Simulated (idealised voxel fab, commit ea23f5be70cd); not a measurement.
Module name: voxel transistor to metal (process module)
205 nm wide, 5 nm square cells: that's cross-section cut.
A cross-section in this document is a grid of square cells, and it is written down as bands, the top band listed before the ones below it; a band is made up of one or more rows of cells.
A band entry consists of two parts. The first gives the height of the band's top and the height of its bottom, in nm. The rest lists the band's materials from left to right, each with its width in nm. A single material labelled with the word "full width" fills the band from edge to edge, and the word "empty" marks empty space.
Height is counted from the level 0, under which the received wafer is composed throughout of one material. The lowest of the bands is not closed at the bottom but continues downward, in the notation "0 -> down".
It should be noted that a width expressed as "30..40" varies in equal increments from row to row of cells within the band, taking the value of the first number at the top row and that of the second number at the bottom row.
Step note "nothing was modified" = no cross-section cell changed.
Basically, "Sealed void listing" tells you about the enclosed voids: empty spaces with no open way to the top, 8 cells or bigger, each written width x height at distance, where distance is from the left edge, all in nm.
It should be noted that, on the line of a given step, the content following the step's settings is a remark produced by the simulator itself with respect to that step.
overlay nm: right-of-plan distance of the mask on a masked step; negative values mean left-of-plan.
## The process steps that were planned are listed below
1,RECEIVE: material Si
2,OXIDIZE: depth nm 5
3,CONFORMAL_DEP: material SiN, thk nm 15
4,DIRECTIONAL_DEP: material aC, thk nm 10
5,PATTERN: tone cover, mask id ACTIVE, material resist, width nm 105, thk nm 25, overlay nm 0
6,DIRECTIONAL_ETCH: etch materials aC, depth nm 10
7,STRIP: etch materials resist
8,DIRECTIONAL_ETCH: etch materials SiN, depth nm 15
9,DIRECTIONAL_ETCH: etch materials SiO2, depth nm 5
10,DIRECTIONAL_ETCH: etch materials Si, depth nm 35
11,STRIP: etch materials aC
12,FILL_DEP: material SiO2, thk nm 15
13,CMP: height nm 15
14,SELECTIVE_ETCH: etch materials SiO2, depth nm 10
15,STRIP: etch materials SiN
16,SELECTIVE_ETCH: etch materials SiO2, depth nm 5
17,OXIDIZE: depth nm 5
18,DIRECTIONAL_DEP: material polySi, thk nm 20
19,DIRECTIONAL_DEP: material SiCN, thk nm 15
20,MASKED_ETCH: tone cover, mask id GATE, width nm 25, etch materials SiCN, depth nm 25, overlay nm 0
21,MASKED_ETCH: tone cover, mask id GATE, width nm 25, etch materials polySi, depth nm 30, overlay nm 0
22,CONFORMAL_DEP: material SiN, thk nm 10
23,DIRECTIONAL_ETCH: etch materials SiN, depth nm 10
24,DIRECTIONAL_ETCH: etch materials SiO2, depth nm 5
25,DIRECTIONAL_ETCH: etch materials Si, depth nm 15
26,EPI: material pSi, thk nm 15
27,FILL_DEP: material SiO2, thk nm 10
28,CMP: height nm 15
29,STRIP: etch materials polySi
30,SELECTIVE_ETCH: etch materials SiO2, depth nm 5
31,CONFORMAL_DEP: material HfO2, thk nm 5
32,CONFORMAL_DEP: material TiN, thk nm 5
33,FILL_DEP: material W, thk nm 5
34,CMP: height nm 10
35,DIRECTIONAL_DEP: material SiO2, thk nm 15
36,MASKED_ETCH: tone open, mask id CONTACT, width nm 15, pitch nm 80, etch materials SiO2, depth nm 20, overlay nm 0
37,CONFORMAL_DEP: material TiN, thk nm 5
38,FILL_DEP: material W, thk nm 5
39,CMP: height nm 25
40,CONFORMAL_DEP: material SiCN, thk nm 5
41,DIRECTIONAL_DEP: material SiO2, thk nm 25
42,DIRECTIONAL_DEP: material aC, thk nm 10
43,PATTERN: tone open, mask id METAL_1, material resist, width nm 15, pitch nm 80, thk nm 30, overlay nm 0
44,DIRECTIONAL_ETCH: etch materials aC, depth nm 10
45,STRIP: etch materials resist
46,DIRECTIONAL_ETCH: etch materials SiO2, depth nm 25
47,DIRECTIONAL_ETCH: etch materials SiCN, depth nm 5
48,STRIP: etch materials aC
49,CONFORMAL_DEP: material TiN, thk nm 5
50,FILL_DEP: material W, thk nm 5
51,CMP: height nm 55
52,EPI: material Ru, thk nm 5
53,FILL_DEP: material SiCN, thk nm 5
## Step 1 complete: cross-section of the wafer as received
0 -> down | Si full width
Sealed void listing: none
## Look at the cross-section after the module: the wafer started out the way shown above and the plan was the one shown above, yet one mistake was made along the way
65 -> 60 | SiCN full width
60 -> 55 | SiCN 40 nm  Ru 25 nm  SiCN 55 nm  Ru 25 nm  SiCN 60 nm
55 -> 30 | SiO2 45 nm  TiN 5 nm  W 5 nm  TiN 5 nm  SiO2 65 nm  TiN 5 nm  W 5 nm  TiN 5 nm  SiO2 65 nm
30 -> 25 | SiCN 45 nm  TiN 15 nm  SiCN 65 nm  TiN 15 nm  SiCN 65 nm
25 -> 10 | SiO2 55 nm  TiN 5 nm  W 5 nm  TiN 5 nm  SiO2 65 nm  TiN 5 nm  W 5 nm  TiN 5 nm  SiO2 55 nm
10 -> 5 | SiO2 55 nm  TiN 15 nm  SiO2 10 nm  SiN 10 nm  HfO2 5 nm  TiN 5 nm  W 5 nm  TiN 5 nm  HfO2 5 nm  SiN 10 nm  SiO2 10 nm  TiN 15 nm  SiO2 55 nm
5 -> 0 | SiO2 50 nm  pSi 30 nm  SiN 10 nm  HfO2 5 nm  TiN 5 nm  W 5 nm  TiN 5 nm  HfO2 5 nm  SiN 10 nm  pSi 30 nm  SiO2 50 nm
0 -> -5 | SiO2 45 nm  SiN 10 nm  pSi 25 nm  SiN 10 nm  HfO2 5 nm  TiN 15 nm  HfO2 5 nm  SiN 10 nm  pSi 25 nm  SiN 10 nm  SiO2 45 nm
-5 -> -10 | SiO2 55 nm  pSi 25 nm  SiO2 5 nm  HfO2 35 nm  SiO2 5 nm  pSi 25 nm  SiO2 55 nm
-10 -> -25 | SiO2 50 nm  Si 5 nm  pSi 25 nm  Si 45 nm  pSi 25 nm  Si 5 nm  SiO2 50 nm
-25 -> -40 | SiO2 50 nm  Si 105 nm  SiO2 50 nm
-40 -> down | Si full width
Sealed void listing: none
Misprocessing identified: step 43 went in with a setting other than planned; the actual run was PATTERN: tone open, mask id METAL_1, material resist, width nm 15, pitch nm 80, thk nm 30, overlay nm -10
